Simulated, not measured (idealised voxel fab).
process module | voxel self aligned contacts
cross-section cut | 285 nm wide | cells 5 nm
A cross-section is a grid of square cells, given in bands from the top down. A band is one or more rows of cells.
Each band's line starts with the height of the band's top and of its bottom, in nm. Then come its materials from left to right, each with its width in nm. One material with "throughout" fills the band from edge to edge. "air" is empty space.
Height 0 is the level under which the wafer as received is all one material. The lowest band goes on downwards, as in "0 down".
A width such as "30 to 40" changes by the same amount from each row of cells to the next, from the band's top row to its bottom row.
"no change" after a step means that no cell of the cross-section changed.
closed voids: empty space of 8 cells or more with no open way to the top, each as width x height at its distance from the left edge, in nm
after a step's settings: what the simulator itself notes on the step
overlay nm, on a step with a mask: how far to the right of its planned place the mask lay; to the left if negative
Each pair below shows a cross-section before one step and the cross-section after it, down to the lowest band that changed. The line under each pair gives the step between them, with its settings. The pairs can come from different runs of this module on the same starting wafer, so a pair continues from the pair above only where its "before" says so.
before
  0 down: Si throughout
  closed voids: none
after
  0 to -5: SiO2 throughout
  below -5: unchanged
  closed voids: none
the step between: op OXIDIZE | depth nm 5
before: the cross-section after the pair above
after
  20 to 0: polySi throughout
  below 0: unchanged
  closed voids: none
the step between: op DIRECTIONAL_DEP | material polySi | thk nm 20
before: the cross-section after the pair above
after
  40 to 20: SiN throughout
  below 20: unchanged
  closed voids: none
the step between: op DIRECTIONAL_DEP | material SiN | thk nm 20
before: the cross-section after the pair above
after
  60 to 40: air 95 | resist 30 | air 35 | resist 30 | air 95
  below 40: unchanged
  closed voids: none
the step between: op PATTERN | tone cover | mask id GATE | material resist | width nm 30 | pitch nm 65 | thk nm 20 | overlay nm 0
before: the cross-section after the pair above
after
  60 to 40: air 95 | resist 30 | air 35 | resist 30 | air 95
  40 to 20: air 95 | SiN 30 | air 35 | SiN 30 | air 95
  below 20: unchanged
  closed voids: none
the step between: op DIRECTIONAL_ETCH | etch materials SiN | depth nm 20
before: the cross-section after the pair above
after
  60 to 40: air 95 | resist 30 | air 35 | resist 30 | air 95
  40 to 20: air 95 | SiN 30 | air 35 | SiN 30 | air 95
  20 to 0: air 95 | polySi 30 | air 35 | polySi 30 | air 95
  below 0: unchanged
  closed voids: none
the step between: op DIRECTIONAL_ETCH | etch materials polySi | depth nm 20
before: the cross-section after the pair above
after
  40 to 20: air 95 | SiN 30 | air 35 | SiN 30 | air 95
  below 20: unchanged
  closed voids: none
the step between: op STRIP | etch materials resist
before: the cross-section after the pair above
after
  50 to 20: air 85 | SiN 50 | air 15 | SiN 50 | air 85
  20 to 10: air 85 | SiN 10 | polySi 30 | SiN 10 | air 15 | SiN 10 | polySi 30 | SiN 10 | air 85
  10 to 0: SiN 95 | polySi 30 | SiN 35 | polySi 30 | SiN 95
  below 0: unchanged
  closed voids: none
the step between: op CONFORMAL_DEP | material SiN | thk nm 10
before: the cross-section after the pair above
after
  40 to 20: air 85 | SiN 50 | air 15 | SiN 50 | air 85
  20 to 0: air 85 | SiN 10 | polySi 30 | SiN 10 | air 15 | SiN 10 | polySi 30 | SiN 10 | air 85
  below 0: unchanged
  closed voids: none
the step between: op DIRECTIONAL_ETCH | etch materials SiN | depth nm 10
before: the cross-section after the pair above
after
  55 to 40: SiO2 throughout
  40 to 20: SiO2 85 | SiN 50 | SiO2 15 | SiN 50 | SiO2 85
  20 to 0: SiO2 85 | SiN 10 | polySi 30 | SiN 10 | SiO2 15 | SiN 10 | polySi 30 | SiN 10 | SiO2 85
  below 0: unchanged
  closed voids: none
the step between: op FILL_DEP | material SiO2 | thk nm 15
before: the cross-section after the pair above
after
  50 to 40: SiO2 throughout
  below 40: unchanged
  closed voids: none
the step between: op CMP | height nm 50
before: the cross-section after the pair above
after
  50 to 40: SiO2 120 | air 45 | SiO2 120
  40 to 20: SiO2 85 | SiN 50 | air 15 | SiN 50 | SiO2 85
  20 to 0: SiO2 85 | SiN 10 | polySi 30 | SiN 10 | air 15 | SiN 10 | polySi 30 | SiN 10 | SiO2 85
  0 to -5: SiO2 135 | air 15 | SiO2 135
  below -5: unchanged
  closed voids: none
the step between: op MASKED_ETCH | tone open | mask id CONTACT | width nm 45 | etch materials SiO2 | depth nm 55 | overlay nm 0
before: the cross-section after the pair above
after
  55 to 50: TiN 125 | air 35 | TiN 125
  50 to 40: SiO2 120 | TiN 5 to 20 | air 35 to 5 | TiN 5 to 20 | SiO2 120
  40 to 20: SiO2 85 | SiN 50 | TiN 5 | air 5 | TiN 5 | SiN 50 | SiO2 85
  20 to 0: SiO2 85 | SiN 10 | polySi 30 | SiN 10 | TiN 5 | air 5 | TiN 5 | SiN 10 | polySi 30 | SiN 10 | SiO2 85
  0 to -5: SiO2 135 | TiN 15 | SiO2 135
  below -5: unchanged
  closed voids: none
the step between: op CONFORMAL_DEP | material TiN | thk nm 5
before: the cross-section after the pair above
after
  65 to 55: W throughout
  55 to 50: TiN 125 | W 35 | TiN 125
  50 to 40: SiO2 120 | TiN 5 to 20 | W 35 to 5 | TiN 5 to 20 | SiO2 120
  40 to 20: SiO2 85 | SiN 50 | TiN 5 | W 5 | TiN 5 | SiN 50 | SiO2 85
  20 to 0: SiO2 85 | SiN 10 | polySi 30 | SiN 10 | TiN 5 | W 5 | TiN 5 | SiN 10 | polySi 30 | SiN 10 | SiO2 85
  below 0: unchanged
  closed voids: none
the step between: op FILL_DEP | material W | thk nm 10
before: the cross-section after the pair above
after
  50 to 40: SiO2 120 | TiN 5 to 20 | W 35 to 5 | TiN 5 to 20 | SiO2 120
  below 40: unchanged
  closed voids: none
the step between: op CMP | height nm 50
before: the cross-section after the pair above
after
  55 to 50: SiN throughout
  below 50: unchanged
  closed voids: none
the step between: op CONFORMAL_DEP | material SiN | thk nm 5
before
  0 down: Si throughout
  closed voids: none
after
  20 to 0: polySi throughout
  below 0: unchanged
  closed voids: none
the step between: op DIRECTIONAL_DEP | material polySi | thk nm 20
before: the cross-section after the pair above
after
  40 to 20: SiN throughout
  below 20: unchanged
  closed voids: none
the step between: op DIRECTIONAL_DEP | material SiN | thk nm 20
before: the cross-section after the pair above
after
  60 to 40: air 95 | resist 30 | air 35 | resist 30 | air 95
  below 40: unchanged
  closed voids: none
the step between: op PATTERN | tone cover | mask id GATE | material resist | width nm 30 | pitch nm 65 | thk nm 20 | overlay nm 0
before: the cross-section after the pair above
after
  60 to 40: air 95 | resist 30 | air 35 | resist 30 | air 95
  40 to 20: air 95 | SiN 30 | air 35 | SiN 30 | air 95
  below 20: unchanged
  closed voids: none
the step between: op DIRECTIONAL_ETCH | etch materials SiN | depth nm 20
before: the cross-section after the pair above
after
  60 to 40: air 95 | resist 30 | air 35 | resist 30 | air 95
  40 to 20: air 95 | SiN 30 | air 35 | SiN 30 | air 95
  20 to 0: air 95 | polySi 30 | air 35 | polySi 30 | air 95
  below 0: unchanged
  closed voids: none
the step between: op DIRECTIONAL_ETCH | etch materials polySi | depth nm 20
before: the cross-section after the pair above
after
  40 to 20: air 95 | SiN 30 | air 35 | SiN 30 | air 95
  below 20: unchanged
  closed voids: none
the step between: op STRIP | etch materials resist
before: the cross-section after the pair above
after
  50 to 20: air 85 | SiN 50 | air 15 | SiN 50 | air 85
  20 to 10: air 85 | SiN 10 | polySi 30 | SiN 10 | air 15 | SiN 10 | polySi 30 | SiN 10 | air 85
  10 to 0: SiN 95 | polySi 30 | SiN 35 | polySi 30 | SiN 95
  below 0: unchanged
  closed voids: none
the step between: op CONFORMAL_DEP | material SiN | thk nm 10
before: the cross-section after the pair above
after
  40 to 20: air 85 | SiN 50 | air 15 | SiN 50 | air 85
  20 to 0: air 85 | SiN 10 | polySi 30 | SiN 10 | air 15 | SiN 10 | polySi 30 | SiN 10 | air 85
  below 0: unchanged
  closed voids: none
the step between: op DIRECTIONAL_ETCH | etch materials SiN | depth nm 10
before: the cross-section after the pair above
after
  55 to 40: SiO2 throughout
  40 to 20: SiO2 85 | SiN 50 | SiO2 15 | SiN 50 | SiO2 85
  20 to 0: SiO2 85 | SiN 10 | polySi 30 | SiN 10 | SiO2 15 | SiN 10 | polySi 30 | SiN 10 | SiO2 85
  below 0: unchanged
  closed voids: none
the step between: op FILL_DEP | material SiO2 | thk nm 15
before: the cross-section after the pair above
after
  50 to 40: SiO2 throughout
  below 40: unchanged
  closed voids: none
the step between: op CMP | height nm 50
before: the cross-section after the pair above
after
  50 to 40: SiO2 120 | air 45 | SiO2 120
  40 to 20: SiO2 85 | SiN 50 | air 15 | SiN 50 | SiO2 85
  20 to 0: SiO2 85 | SiN 10 | polySi 30 | SiN 10 | air 15 | SiN 10 | polySi 30 | SiN 10 | SiO2 85
  below 0: unchanged
  closed voids: none
the step between: op MASKED_ETCH | tone open | mask id CONTACT | width nm 45 | etch materials SiO2 | depth nm 55 | overlay nm 0
before: the cross-section after the pair above
after
  55 to 50: TiN 125 | air 35 | TiN 125
  50 to 40: SiO2 120 | TiN 5 to 20 | air 35 to 5 | TiN 5 to 20 | SiO2 120
  40 to 20: SiO2 85 | SiN 50 | TiN 5 | air 5 | TiN 5 | SiN 50 | SiO2 85
  20 to 5: SiO2 85 | SiN 10 | polySi 30 | SiN 10 | TiN 5 | air 5 | TiN 5 | SiN 10 | polySi 30 | SiN 10 | SiO2 85
  5 to 0: SiO2 85 | SiN 10 | polySi 30 | SiN 10 | TiN 15 | SiN 10 | polySi 30 | SiN 10 | SiO2 85
  below 0: unchanged
  closed voids: none
the step between: op CONFORMAL_DEP | material TiN | thk nm 5
before: the cross-section after the pair above
after
  65 to 55: W throughout
  55 to 50: TiN 125 | W 35 | TiN 125
  50 to 40: SiO2 120 | TiN 5 to 20 | W 35 to 5 | TiN 5 to 20 | SiO2 120
  40 to 20: SiO2 85 | SiN 50 | TiN 5 | W 5 | TiN 5 | SiN 50 | SiO2 85
  20 to 5: SiO2 85 | SiN 10 | polySi 30 | SiN 10 | TiN 5 | W 5 | TiN 5 | SiN 10 | polySi 30 | SiN 10 | SiO2 85
  below 5: unchanged
  closed voids: none
the step between: op FILL_DEP | material W | thk nm 10
before: the cross-section after the pair above
after
  50 to 40: SiO2 120 | TiN 5 to 20 | W 35 to 5 | TiN 5 to 20 | SiO2 120
  below 40: unchanged
  closed voids: none
the step between: op CMP | height nm 50
before: the cross-section after the pair above
after
  55 to 50: SiN throughout
  below 50: unchanged
  closed voids: none
the step between: op CONFORMAL_DEP | material SiN | thk nm 5
before
  20 to 0: polySi throughout
  0 to -5: SiO2 throughout
  -5 down: Si throughout
  closed voids: none
after
  40 to 0: polySi throughout
  below 0: unchanged
  closed voids: none
the step between: op DIRECTIONAL_DEP | material polySi | thk nm 20
before: the cross-section after the pair above
after
  60 to 40: SiN throughout
  below 40: unchanged
  closed voids: none
the step between: op DIRECTIONAL_DEP | material SiN | thk nm 20
before: the cross-section after the pair above
after
  80 to 60: air 95 | resist 30 | air 35 | resist 30 | air 95
  below 60: unchanged
  closed voids: none
the step between: op PATTERN | tone cover | mask id GATE | material resist | width nm 30 | pitch nm 65 | thk nm 20 | overlay nm 0
before: the cross-section after the pair above
after
  80 to 60: air 95 | resist 30 | air 35 | resist 30 | air 95
  60 to 40: air 95 | SiN 30 | air 35 | SiN 30 | air 95
  below 40: unchanged
  closed voids: none
the step between: op DIRECTIONAL_ETCH | etch materials SiN | depth nm 20
before: the cross-section after the pair above
after
  80 to 60: air 95 | resist 30 | air 35 | resist 30 | air 95
  60 to 40: air 95 | SiN 30 | air 35 | SiN 30 | air 95
  40 to 20: air 95 | polySi 30 | air 35 | polySi 30 | air 95
  below 20: unchanged
  closed voids: none
the step between: op DIRECTIONAL_ETCH | etch materials polySi | depth nm 20
before: the cross-section after the pair above
after
  60 to 40: air 95 | SiN 30 | air 35 | SiN 30 | air 95
  below 40: unchanged
  closed voids: none
the step between: op STRIP | etch materials resist
before: the cross-section after the pair above
after
  70 to 40: air 85 | SiN 50 | air 15 | SiN 50 | air 85
  40 to 30: air 85 | SiN 10 | polySi 30 | SiN 10 | air 15 | SiN 10 | polySi 30 | SiN 10 | air 85
  30 to 20: SiN 95 | polySi 30 | SiN 35 | polySi 30 | SiN 95
  below 20: unchanged
  closed voids: none
the step between: op CONFORMAL_DEP | material SiN | thk nm 10
before: the cross-section after the pair above
after
  60 to 40: air 85 | SiN 50 | air 15 | SiN 50 | air 85
  40 to 20: air 85 | SiN 10 | polySi 30 | SiN 10 | air 15 | SiN 10 | polySi 30 | SiN 10 | air 85
  below 20: unchanged
  closed voids: none
the step between: op DIRECTIONAL_ETCH | etch materials SiN | depth nm 10
before: the cross-section after the pair above
after
  75 to 60: SiO2 throughout
  60 to 40: SiO2 85 | SiN 50 | SiO2 15 | SiN 50 | SiO2 85
  40 to 20: SiO2 85 | SiN 10 | polySi 30 | SiN 10 | SiO2 15 | SiN 10 | polySi 30 | SiN 10 | SiO2 85
  below 20: unchanged
  closed voids: none
the step between: op FILL_DEP | material SiO2 | thk nm 15
before: the cross-section after the pair above
after
  50 to 40: SiO2 85 | SiN 50 | SiO2 15 | SiN 50 | SiO2 85
  below 40: unchanged
  closed voids: none
the step between: op CMP | height nm 50
before: the cross-section after the pair above
after
  50 to 40: SiO2 85 | SiN 50 | air 15 | SiN 50 | SiO2 85
  40 to 20: SiO2 85 | SiN 10 | polySi 30 | SiN 10 | air 15 | SiN 10 | polySi 30 | SiN 10 | SiO2 85
  below 20: unchanged
  closed voids: none
the step between: op MASKED_ETCH | tone open | mask id CONTACT | width nm 45 | etch materials SiO2 | depth nm 55 | overlay nm 0
before: the cross-section after the pair above
after
  55 to 50: TiN 140 | air 5 | TiN 140
  50 to 40: SiO2 85 | SiN 50 | TiN 5 | air 5 | TiN 5 | SiN 50 | SiO2 85
  40 to 25: SiO2 85 | SiN 10 | polySi 30 | SiN 10 | TiN 5 | air 5 | TiN 5 | SiN 10 | polySi 30 | SiN 10 | SiO2 85
  25 to 20: SiO2 85 | SiN 10 | polySi 30 | SiN 10 | TiN 15 | SiN 10 | polySi 30 | SiN 10 | SiO2 85
  below 20: unchanged
  closed voids: none
the step between: op CONFORMAL_DEP | material TiN | thk nm 5
before: the cross-section after the pair above
after
  65 to 55: W throughout
  55 to 50: TiN 140 | W 5 | TiN 140
  50 to 40: SiO2 85 | SiN 50 | TiN 5 | W 5 | TiN 5 | SiN 50 | SiO2 85
  40 to 25: SiO2 85 | SiN 10 | polySi 30 | SiN 10 | TiN 5 | W 5 | TiN 5 | SiN 10 | polySi 30 | SiN 10 | SiO2 85
  below 25: unchanged
  closed voids: none
the step between: op FILL_DEP | material W | thk nm 10
before: the cross-section after the pair above
after
  50 to 40: SiO2 85 | SiN 50 | TiN 5 | W 5 | TiN 5 | SiN 50 | SiO2 85
  below 40: unchanged
  closed voids: none
the step between: op CMP | height nm 50
before: the cross-section after the pair above
after
  55 to 50: SiN throughout
  below 50: unchanged
  closed voids: none
the step between: op CONFORMAL_DEP | material SiN | thk nm 5
before
  40 to 20: air 95 | SiN 30 | air 35 | SiN 30 | air 95
  20 to 0: air 95 | polySi 30 | air 35 | polySi 30 | air 95
  0 to -5: SiO2 throughout
  -5 down: Si throughout
  closed voids: none
after
  30 to 20: air 95 | SiN 30 | air 35 | SiN 30 | air 95
  below 20: unchanged
  closed voids: none
the step between: op DIRECTIONAL_ETCH | etch materials SiN | depth nm 10
before: the cross-section after the pair above
after
  40 to 20: air 85 | SiN 50 | air 15 | SiN 50 | air 85
  20 to 10: air 85 | SiN 10 | polySi 30 | SiN 10 | air 15 | SiN 10 | polySi 30 | SiN 10 | air 85
  10 to 0: SiN 95 | polySi 30 | SiN 35 | polySi 30 | SiN 95
  below 0: unchanged
  closed voids: none
the step between: op CONFORMAL_DEP | material SiN | thk nm 10
before: the cross-section after the pair above
after
  55 to 40: SiO2 throughout
  40 to 20: SiO2 85 | SiN 50 | SiO2 15 | SiN 50 | SiO2 85
  20 to 10: SiO2 85 | SiN 10 | polySi 30 | SiN 10 | SiO2 15 | SiN 10 | polySi 30 | SiN 10 | SiO2 85
  below 10: unchanged
  closed voids: none
the step between: op FILL_DEP | material SiO2 | thk nm 15
before: the cross-section after the pair above
after
  50 to 40: SiO2 throughout
  below 40: unchanged
  closed voids: none
the step between: op CMP | height nm 50
before: the cross-section after the pair above
after
  50 to 40: SiO2 120 | air 45 | SiO2 120
  40 to 20: SiO2 85 | SiN 50 | air 15 | SiN 50 | SiO2 85
  20 to 10: SiO2 85 | SiN 10 | polySi 30 | SiN 10 | air 15 | SiN 10 | polySi 30 | SiN 10 | SiO2 85
  below 10: unchanged
  closed voids: none
the step between: op MASKED_ETCH | tone open | mask id CONTACT | width nm 45 | etch materials SiO2 | depth nm 55 | overlay nm 0
before: the cross-section after the pair above
after
  55 to 50: TiN 125 | air 35 | TiN 125
  50 to 40: SiO2 120 | TiN 5 to 20 | air 35 to 5 | TiN 5 to 20 | SiO2 120
  40 to 20: SiO2 85 | SiN 50 | TiN 5 | air 5 | TiN 5 | SiN 50 | SiO2 85
  20 to 15: SiO2 85 | SiN 10 | polySi 30 | SiN 10 | TiN 5 | air 5 | TiN 5 | SiN 10 | polySi 30 | SiN 10 | SiO2 85
  15 to 10: SiO2 85 | SiN 10 | polySi 30 | SiN 10 | TiN 15 | SiN 10 | polySi 30 | SiN 10 | SiO2 85
  below 10: unchanged
  closed voids: none
the step between: op CONFORMAL_DEP | material TiN | thk nm 5
before: the cross-section after the pair above
after
  65 to 55: W throughout
  55 to 50: TiN 125 | W 35 | TiN 125
  50 to 40: SiO2 120 | TiN 5 to 20 | W 35 to 5 | TiN 5 to 20 | SiO2 120
  40 to 20: SiO2 85 | SiN 50 | TiN 5 | W 5 | TiN 5 | SiN 50 | SiO2 85
  20 to 15: SiO2 85 | SiN 10 | polySi 30 | SiN 10 | TiN 5 | W 5 | TiN 5 | SiN 10 | polySi 30 | SiN 10 | SiO2 85
  below 15: unchanged
  closed voids: none
the step between: op FILL_DEP | material W | thk nm 10
before: the cross-section after the pair above
after
  50 to 40: SiO2 120 | TiN 5 to 20 | W 35 to 5 | TiN 5 to 20 | SiO2 120
  below 40: unchanged
  closed voids: none
the step between: op CMP | height nm 50
before: the cross-section after the pair above
after
  55 to 50: SiN throughout
  below 50: unchanged
  closed voids: none
the step between: op CONFORMAL_DEP | material SiN | thk nm 5
before
  20 to 0: polySi throughout
  0 to -5: SiO2 throughout
  -5 down: Si throughout
  closed voids: none
after
  50 to 20: SiN throughout
  below 20: unchanged
  closed voids: none
the step between: op DIRECTIONAL_DEP | material SiN | thk nm 30
before: the cross-section after the pair above
after
  70 to 50: air 95 | resist 30 | air 35 | resist 30 | air 95
  below 50: unchanged
  closed voids: none
the step between: op PATTERN | tone cover | mask id GATE | material resist | width nm 30 | pitch nm 65 | thk nm 20 | overlay nm 0
before: the cross-section after the pair above
after
  70 to 50: air 95 | resist 30 | air 35 | resist 30 | air 95
  50 to 30: air 95 | SiN 30 | air 35 | SiN 30 | air 95
  below 30: unchanged
  closed voids: none
the step between: op DIRECTIONAL_ETCH | etch materials SiN | depth nm 20
before: the cross-section after the pair above
after
  50 to 30: air 95 | SiN 30 | air 35 | SiN 30 | air 95
  below 30: unchanged
  closed voids: none
the step between: op STRIP | etch materials resist
before: the cross-section after the pair above
after
  60 to 40: air 85 | SiN 50 | air 15 | SiN 50 | air 85
  40 to 20: SiN throughout
  below 20: unchanged
  closed voids: none
the step between: op CONFORMAL_DEP | material SiN | thk nm 10
before: the cross-section after the pair above
after
  50 to 30: air 85 | SiN 50 | air 15 | SiN 50 | air 85
  below 30: unchanged
  closed voids: none
the step between: op DIRECTIONAL_ETCH | etch materials SiN | depth nm 10
before: the cross-section after the pair above
after
  65 to 50: SiO2 throughout
  50 to 30: SiO2 85 | SiN 50 | SiO2 15 | SiN 50 | SiO2 85
  below 30: unchanged
  closed voids: none
the step between: op FILL_DEP | material SiO2 | thk nm 15
before: the cross-section after the pair above
after
  50 to 30: SiO2 85 | SiN 50 | SiO2 15 | SiN 50 | SiO2 85
  below 30: unchanged
  closed voids: none
the step between: op CMP | height nm 50
before: the cross-section after the pair above
after
  50 to 30: SiO2 85 | SiN 50 | air 15 | SiN 50 | SiO2 85
  below 30: unchanged
  closed voids: none
the step between: op MASKED_ETCH | tone open | mask id CONTACT | width nm 45 | etch materials SiO2 | depth nm 55 | overlay nm 0
before: the cross-section after the pair above
after
  55 to 50: TiN 140 | air 5 | TiN 140
  50 to 35: SiO2 85 | SiN 50 | TiN 5 | air 5 | TiN 5 | SiN 50 | SiO2 85
  35 to 30: SiO2 85 | SiN 50 | TiN 15 | SiN 50 | SiO2 85
  below 30: unchanged
  closed voids: none
the step between: op CONFORMAL_DEP | material TiN | thk nm 5
before: the cross-section after the pair above
after
  65 to 55: W throughout
  55 to 50: TiN 140 | W 5 | TiN 140
  50 to 35: SiO2 85 | SiN 50 | TiN 5 | W 5 | TiN 5 | SiN 50 | SiO2 85
  below 35: unchanged
  closed voids: none
the step between: op FILL_DEP | material W | thk nm 10
before: the cross-section after the pair above
after
  50 to 35: SiO2 85 | SiN 50 | TiN 5 | W 5 | TiN 5 | SiN 50 | SiO2 85
  below 35: unchanged
  closed voids: none
the step between: op CMP | height nm 50
before: the cross-section after the pair above
after
  55 to 50: SiN throughout
  below 50: unchanged
  closed voids: none
the step between: op CONFORMAL_DEP | material SiN | thk nm 5
before
  40 to 20: SiN throughout
  20 to 0: polySi throughout
  0 to -5: SiO2 throughout
  -5 down: Si throughout
  closed voids: none
after
  60 to 40: air 90 | resist 40 | air 25 | resist 40 | air 90
  below 40: unchanged
  closed voids: none
the step between: op PATTERN | tone cover | mask id GATE | material resist | width nm 40 | pitch nm 65 | thk nm 20 | overlay nm 0
before: the cross-section after the pair above
after
  60 to 40: air 90 | resist 40 | air 25 | resist 40 | air 90
  40 to 20: air 90 | SiN 40 | air 25 | SiN 40 | air 90
  below 20: unchanged
  closed voids: none
the step between: op DIRECTIONAL_ETCH | etch materials SiN | depth nm 20
before: the cross-section after the pair above
after
  60 to 40: air 90 | resist 40 | air 25 | resist 40 | air 90
  40 to 20: air 90 | SiN 40 | air 25 | SiN 40 | air 90
  20 to 0: air 90 | polySi 40 | air 25 | polySi 40 | air 90
  below 0: unchanged
  closed voids: none
the step between: op DIRECTIONAL_ETCH | etch materials polySi | depth nm 20
before: the cross-section after the pair above
after
  40 to 20: air 90 | SiN 40 | air 25 | SiN 40 | air 90
  below 20: unchanged
  closed voids: none
the step between: op STRIP | etch materials resist
before: the cross-section after the pair above
after
  50 to 20: air 80 | SiN 60 | air 5 | SiN 60 | air 80
  20 to 10: air 80 | SiN 10 | polySi 40 | SiN 10 | air 5 | SiN 10 | polySi 40 | SiN 10 | air 80
  10 to 0: SiN 90 | polySi 40 | SiN 25 | polySi 40 | SiN 90
  below 0: unchanged
  closed voids: none
the step between: op CONFORMAL_DEP | material SiN | thk nm 10
before: the cross-section after the pair above
after
  40 to 20: air 80 | SiN 60 | air 5 | SiN 60 | air 80
  20 to 0: air 80 | SiN 10 | polySi 40 | SiN 10 | air 5 | SiN 10 | polySi 40 | SiN 10 | air 80
  below 0: unchanged
  closed voids: none
the step between: op DIRECTIONAL_ETCH | etch materials SiN | depth nm 10
before: the cross-section after the pair above
after
  55 to 40: SiO2 throughout
  40 to 20: SiO2 80 | SiN 60 | SiO2 5 | SiN 60 | SiO2 80
  20 to 0: SiO2 80 | SiN 10 | polySi 40 | SiN 10 | SiO2 5 | SiN 10 | polySi 40 | SiN 10 | SiO2 80
  below 0: unchanged
  closed voids: none
the step between: op FILL_DEP | material SiO2 | thk nm 15
before: the cross-section after the pair above
after
  50 to 40: SiO2 throughout
  below 40: unchanged
  closed voids: none
the step between: op CMP | height nm 50
before: the cross-section after the pair above
after
  50 to 40: SiO2 120 | air 45 | SiO2 120
  40 to 20: SiO2 80 | SiN 60 | air 5 | SiN 60 | SiO2 80
  20 to 0: SiO2 80 | SiN 10 | polySi 40 | SiN 10 | air 5 | SiN 10 | polySi 40 | SiN 10 | SiO2 80
  0 to -5: SiO2 140 | air 5 | SiO2 140
  below -5: unchanged
  closed voids: none
the step between: op MASKED_ETCH | tone open | mask id CONTACT | width nm 45 | etch materials SiO2 | depth nm 55 | overlay nm 0
before: the cross-section after the pair above
after
  55 to 50: TiN 125 | air 35 | TiN 125
  50 to 45: SiO2 120 | TiN 5 | air 35 | TiN 5 | SiO2 120
  45 to 40: SiO2 120 | TiN 45 | SiO2 120
  40 to 20: SiO2 80 | SiN 60 | TiN 5 | SiN 60 | SiO2 80
  20 to 0: SiO2 80 | SiN 10 | polySi 40 | SiN 10 | TiN 5 | SiN 10 | polySi 40 | SiN 10 | SiO2 80
  0 to -5: SiO2 140 | TiN 5 | SiO2 140
  below -5: unchanged
  closed voids: none
the step between: op CONFORMAL_DEP | material TiN | thk nm 5
before: the cross-section after the pair above
after
  65 to 55: W throughout
  55 to 50: TiN 125 | W 35 | TiN 125
  50 to 45: SiO2 120 | TiN 5 | W 35 | TiN 5 | SiO2 120
  below 45: unchanged
  closed voids: none
the step between: op FILL_DEP | material W | thk nm 10
before: the cross-section after the pair above
after
  50 to 45: SiO2 120 | TiN 5 | W 35 | TiN 5 | SiO2 120
  below 45: unchanged
  closed voids: none
the step between: op CMP | height nm 50
before: the cross-section after the pair above
after
  55 to 50: SiN throughout
  below 50: unchanged
  closed voids: none
the step between: op CONFORMAL_DEP | material SiN | thk nm 5
before
  50 to 40: SiO2 throughout
  40 to 20: SiO2 85 | SiN 50 | SiO2 15 | SiN 50 | SiO2 85
  20 to 0: SiO2 85 | SiN 10 | polySi 30 | SiN 10 | SiO2 15 | SiN 10 | polySi 30 | SiN 10 | SiO2 85
  0 to -5: SiO2 throughout
  -5 down: Si throughout
  closed voids: none
after
  50 to 40: SiO2 110 | air 45 | SiO2 130
  40 to 20: SiO2 85 | SiN 50 | air 15 | SiN 50 | SiO2 85
  20 to 0: SiO2 85 | SiN 10 | polySi 30 | SiN 10 | air 15 | SiN 10 | polySi 30 | SiN 10 | SiO2 85
  0 to -5: SiO2 135 | air 15 | SiO2 135
  below -5: unchanged
  closed voids: none
the step between: op MASKED_ETCH | tone open | mask id CONTACT | width nm 45 | etch materials SiO2 | depth nm 55 | overlay nm -10
before: the cross-section after the pair above
after
  55 to 50: TiN 115 | air 35 | TiN 135
  50 to 40: SiO2 110 | TiN 5 to 30 | air 35 to 5 | TiN 5 to 10 | SiO2 130
  40 to 20: SiO2 85 | SiN 50 | TiN 5 | air 5 | TiN 5 | SiN 50 | SiO2 85
  20 to 0: SiO2 85 | SiN 10 | polySi 30 | SiN 10 | TiN 5 | air 5 | TiN 5 | SiN 10 | polySi 30 | SiN 10 | SiO2 85
  0 to -5: SiO2 135 | TiN 15 | SiO2 135
  below -5: unchanged
  closed voids: none
the step between: op CONFORMAL_DEP | material TiN | thk nm 5
before: the cross-section after the pair above
after
  65 to 55: W throughout
  55 to 50: TiN 115 | W 35 | TiN 135
  50 to 40: SiO2 110 | TiN 5 to 30 | W 35 to 5 | TiN 5 to 10 | SiO2 130
  40 to 20: SiO2 85 | SiN 50 | TiN 5 | W 5 | TiN 5 | SiN 50 | SiO2 85
  20 to 0: SiO2 85 | SiN 10 | polySi 30 | SiN 10 | TiN 5 | W 5 | TiN 5 | SiN 10 | polySi 30 | SiN 10 | SiO2 85
  below 0: unchanged
  closed voids: none
the step between: op FILL_DEP | material W | thk nm 10
before: the cross-section after the pair above
after
  50 to 40: SiO2 110 | TiN 5 to 30 | W 35 to 5 | TiN 5 to 10 | SiO2 130
  below 40: unchanged
  closed voids: none
the step between: op CMP | height nm 50
before: the cross-section after the pair above
after
  55 to 50: SiN throughout
  below 50: unchanged
  closed voids: none
the step between: op CONFORMAL_DEP | material SiN | thk nm 5
before
  40 to 20: air 85 | SiN 50 | air 15 | SiN 50 | air 85
  20 to 0: air 85 | SiN 10 | polySi 30 | SiN 10 | air 15 | SiN 10 | polySi 30 | SiN 10 | air 85
  0 to -5: SiO2 throughout
  -5 down: Si throughout
  closed voids: none
after
  55 to 40: W throughout
  40 to 20: W 85 | SiN 50 | W 15 | SiN 50 | W 85
  20 to 0: W 85 | SiN 10 | polySi 30 | SiN 10 | W 15 | SiN 10 | polySi 30 | SiN 10 | W 85
  below 0: unchanged
  closed voids: none
the step between: op FILL_DEP | material W | thk nm 15
before: the cross-section after the pair above
after
  50 to 40: W throughout
  below 40: unchanged
  closed voids: none
the step between: op CMP | height nm 50
before: the cross-section after the pair above
after
  55 to 50: TiN throughout
  below 50: unchanged
  closed voids: none
the step between: op CONFORMAL_DEP | material TiN | thk nm 5
before: the cross-section after the pair above
after
  65 to 55: W throughout
  below 55: unchanged
  closed voids: none
the step between: op FILL_DEP | material W | thk nm 10
before: the cross-section after the pair above
after
  50 to 40: W throughout
  below 40: unchanged
  closed voids: none
the step between: op CMP | height nm 50
before: the cross-section after the pair above
after
  55 to 50: SiN throughout
  below 50: unchanged
  closed voids: none
the step between: op CONFORMAL_DEP | material SiN | thk nm 5
before
  40 to 20: SiN throughout
  20 to 0: polySi throughout
  0 to -5: SiO2 throughout
  -5 down: Si throughout
  closed voids: none
after
  60 to 40: resist 95 | air 30 | resist 35 | air 30 | resist 95
  below 40: unchanged
  closed voids: none
the step between: op PATTERN | tone open | mask id GATE | material resist | width nm 30 | pitch nm 65 | thk nm 20 | overlay nm 0
before: the cross-section after the pair above
after
  60 to 40: resist 95 | air 30 | resist 35 | air 30 | resist 95
  40 to 20: SiN 95 | air 30 | SiN 35 | air 30 | SiN 95
  below 20: unchanged
  closed voids: none
the step between: op DIRECTIONAL_ETCH | etch materials SiN | depth nm 20
before: the cross-section after the pair above
after
  60 to 40: resist 95 | air 30 | resist 35 | air 30 | resist 95
  40 to 20: SiN 95 | air 30 | SiN 35 | air 30 | SiN 95
  20 to 0: polySi 95 | air 30 | polySi 35 | air 30 | polySi 95
  below 0: unchanged
  closed voids: none
the step between: op DIRECTIONAL_ETCH | etch materials polySi | depth nm 20
before: the cross-section after the pair above
after
  40 to 20: SiN 95 | air 30 | SiN 35 | air 30 | SiN 95
  below 20: unchanged
  closed voids: none
the step between: op STRIP | etch materials resist
